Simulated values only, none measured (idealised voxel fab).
Herein follows the process module entitled voxel air gaps.
The cross-section on display is named cut; it measures 170 nm wide, and its cells are 5 nm squares.
Cross-section, as written here: a square-cell grid given band by band from the top down, where a band holds one or more rows of cells. This entry defines a band. It first specifies the height of the band's top and the height of its bottom in nm, and then specifies the band's materials from left to right, stating each material with its width in nm. The word "full width" identifies a single material that fills the band from edge to edge, while the word "empty" identifies empty space. Heights are expressed relative to 0, this being the level below which the as-received wafer comprises one material exclusively. The lowest band is unbounded in the downward direction and is denoted as in "0..down". Quick explanation for "30..40": the width changes in equal steps down the rows of cells, from the first number in the band's top row to the second number in its bottom row. "nothing got changed" (step): cross-section cells unchanged, all of them. In the "Enclosed void listing" entry, you get each enclosed empty space of 8 cells or more, one with no open way to the top, written width x height at distance, distance from the left edge, in nm. Step line, after settings: the simulator's comment on this step. The setting "overlay nm" may be written on the line of a step. When the step uses a mask, the value reports how far to the right of the planned place the mask lay, and a negative value reports that it lay to the left.

[Below is the list of planned process steps]
1 RECEIVE,material Si
2 CONFORMAL_DEP,material SiO2,thk nm 15
3 CONFORMAL_DEP,material SiCN,thk nm 5
4 DIRECTIONAL_DEP,material lowk,thk nm 30
5 MASKED_ETCH,tone open,mask id LINES,width nm 15,pitch nm 45,etch materials lowk,depth nm 30,overlay nm 0
6 CONFORMAL_DEP,material TiN,thk nm 5
7 FILL_DEP,material Cu,thk nm 10
8 CMP,height nm 50
9 EPI,material Ru,thk nm 10
10 SELECTIVE_ETCH,etch materials lowk,depth nm 40
11 CONFORMAL_DEP,material SiCN,thk nm 5

[first wafer, as planned]

[Cross-section of the incoming wafer, state after step 1]
- 0..down  Si full width
- Enclosed void listing: none

[How the wafer stands in section after step 2]
- 15..0  SiO2 full width
- Rest of section, below 0: as before.

[How the wafer stands in section after step 3]
- 20..15  SiCN full width
- Rest of section, below 15: as before.

[How the wafer stands in section after step 4]
- 50..20  lowk full width
- Rest of section, below 20: as before.

[How the wafer stands in section after step 5]
- 50..20  lowk 30 / empty 15 / lowk 30 / empty 15 / lowk 30 / empty 15 / lowk 35
- Rest of section, below 20: as before.

[How the wafer stands in section after step 6]
- 55..50  TiN 35 / empty 5 / TiN 40 / empty 5 / TiN 40 / empty 5 / TiN 40
- 50..25  lowk 30 / TiN 5 / empty 5 / TiN 5 / lowk 30 / TiN 5 / empty 5 / TiN 5 / lowk 30 / TiN 5 / empty 5 / TiN 5 / lowk 35
- 25..20  lowk 30 / TiN 15 / lowk 30 / TiN 15 / lowk 30 / TiN 15 / lowk 35
- Rest of section, below 20: as before.

[How the wafer stands in section after step 7]
- 65..55  Cu full width
- 55..50  TiN 35 / Cu 5 / TiN 40 / Cu 5 / TiN 40 / Cu 5 / TiN 40
- 50..25  lowk 30 / TiN 5 / Cu 5 / TiN 5 / lowk 30 / TiN 5 / Cu 5 / TiN 5 / lowk 30 / TiN 5 / Cu 5 / TiN 5 / lowk 35
- Rest of section, below 25: as before.

[How the wafer stands in section after step 8]
- 50..25  lowk 30 / TiN 5 / Cu 5 / TiN 5 / lowk 30 / TiN 5 / Cu 5 / TiN 5 / lowk 30 / TiN 5 / Cu 5 / TiN 5 / lowk 35
- Rest of section, below 25: as before.

[How the wafer stands in section after step 9]
- 60..50  empty 20 / Ru 35 / empty 10 / Ru 35 / empty 10 / Ru 35 / empty 25
- Rest of section, below 50: as before.

[How the wafer stands in section after step 10]
- 60..50  empty 20 / Ru 35 / empty 10 / Ru 35 / empty 10 / Ru 35 / empty 25
- 50..25  empty 30 / TiN 5 / Cu 5 / TiN 5 / empty 30 / TiN 5 / Cu 5 / TiN 5 / empty 30 / TiN 5 / Cu 5 / TiN 5 / empty 35
- 25..20  empty 30 / TiN 15 / empty 30 / TiN 15 / empty 30 / TiN 15 / empty 35
- Rest of section, below 20: as before.

[How the wafer stands in section after step 11]
- 65..60  empty 15 / SiCN 135 / empty 20
- 60..50  empty 15 / SiCN 5 / Ru 35 / SiCN 10 / Ru 35 / SiCN 10 / Ru 35 / SiCN 5 / empty 20
- 50..45  empty 15 / SiCN 15 / TiN 5 / Cu 5 / TiN 5 / SiCN 30 / TiN 5 / Cu 5 / TiN 5 / SiCN 30 / TiN 5 / Cu 5 / TiN 5 / SiCN 15 / empty 20
- 45..25  empty 25 / SiCN 5 / TiN 5 / Cu 5 / TiN 5 / SiCN 5 / empty 20 / SiCN 5 / TiN 5 / Cu 5 / TiN 5 / SiCN 5 / empty 20 / SiCN 5 / TiN 5 / Cu 5 / TiN 5 / SiCN 5 / empty 30
- 25..20  SiCN 30 / TiN 15 / SiCN 30 / TiN 15 / SiCN 30 / TiN 15 / SiCN 35
- Rest of section, below 20: as before.
- Enclosed void listing: 20 x 20 at 50; 20 x 20 at 95

[Now the other wafer: same start, same recipe, but we messed up one thing when running it. Up to and including step 8 it's the same as the first one]

[At the planned end of step 9, the second wafer in cross-section]
- 70..50  empty 10 / Ru 145 / empty 15
- Rest of section, below 50: as before.

[At the planned end of step 10, the second wafer in cross-section]
- 70..50  empty 10 / Ru 145 / empty 15
- 50..25  empty 30 / TiN 5 / Cu 5 / TiN 5 / lowk 30 / TiN 5 / Cu 5 / TiN 5 / lowk 30 / TiN 5 / Cu 5 / TiN 5 / empty 35
- 25..20  empty 30 / TiN 15 / lowk 30 / TiN 15 / lowk 30 / TiN 15 / empty 35
- Rest of section, below 20: as before.

[At the planned end of step 11, the second wafer in cross-section]
- 75..70  empty 5 / SiCN 155 / empty 10
- 70..50  empty 5 / SiCN 5 / Ru 145 / SiCN 5 / empty 10
- 50..45  empty 5 / SiCN 25 / TiN 5 / Cu 5 / TiN 5 / lowk 30 / TiN 5 / Cu 5 / TiN 5 / lowk 30 / TiN 5 / Cu 5 / TiN 5 / SiCN 25 / empty 10
- 45..25  empty 25 / SiCN 5 / TiN 5 / Cu 5 / TiN 5 / lowk 30 / TiN 5 / Cu 5 / TiN 5 / lowk 30 / TiN 5 / Cu 5 / TiN 5 / SiCN 5 / empty 30
- 25..20  SiCN 30 / TiN 15 / lowk 30 / TiN 15 / lowk 30 / TiN 15 / SiCN 35
- Rest of section, below 20: as before.
So what did we get wrong on this run? regarding the plan, step 9 was run twice
Final comparison by cell count, materials where the second wafer has more or fewer than the first: 74 more of Ru, 36 fewer of SiCN, 72 more of lowk
Final count of closed voids per wafer: 2 in the first, 0 in the second.
